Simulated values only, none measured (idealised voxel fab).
process module | voxel released beams
cross-section cut | 225 nm wide | cells 5 nm
A cross-section is a grid of square cells, given in bands from the top down. A band is one or more rows of cells.
Each band's line starts with the height of the band's top and of its bottom, in nm. Then come its materials from left to right, each with its width in nm. One material with "throughout" fills the band from edge to edge. "air" is empty space.
Height 0 is the level under which the wafer as received is all one material. The lowest band goes on downwards, as in "0 down".
A width such as "30 to 40" changes by the same amount from each row of cells to the next, from the band's top row to its bottom row.
"no change" after a step means that no cell of the cross-section changed.
closed voids: empty space of 8 cells or more with no open way to the top, each as width x height at its distance from the left edge, in nm
after a step's settings: what the simulator itself notes on the step
overlay nm, on a step with a mask: how far to the right of its planned place the mask lay; to the left if negative
plan
1 op RECEIVE | material Si
2 op CONFORMAL_DEP | material Al2O3 | thk nm 5
3 op DIRECTIONAL_DEP | material SiO2 | thk nm 20
4 op MASKED_ETCH | tone open | mask id ANCHOR | width nm 40 | etch materials SiO2 | depth nm 20 | overlay nm 0
5 op CONFORMAL_DEP | material SiN | thk nm 15
6 op MASKED_ETCH | tone cover | mask id BEAM | width nm 120 | etch materials SiN | depth nm 15 | overlay nm 0
7 op STRIP | etch materials SiO2
as received, after step 1
  0 down: Si throughout
  closed voids: none
first wafer at the end, as planned
  40 to 25: air 50 | SiN 20 | air 10 | SiN 90 | air 55
  25 to 20: air 55 | SiN 15 | air 10 | SiN 15 | air 130
  20 to 5: air 55 | SiN 40 | air 130
  5 to 0: Al2O3 throughout
  0 down: Si throughout
  closed voids: none
second wafer at the end: like start, like plan, one mistake
  40 to 25: air 50 | SiN 20 | air 10 | SiN 95 | air 50
  25 to 20: air 55 | SiN 15 | air 10 | SiN 15 | air 130
  20 to 5: air 55 | SiN 40 | air 130
  5 to 0: Al2O3 throughout
  0 down: Si throughout
  closed voids: none
what went wrong: step 6 ran as: op MASKED_ETCH | tone cover | mask id BEAM | width nm 125 | etch materials SiN | depth nm 15 | overlay nm 0
at the end the second wafer has, in cells: 3 more of SiN
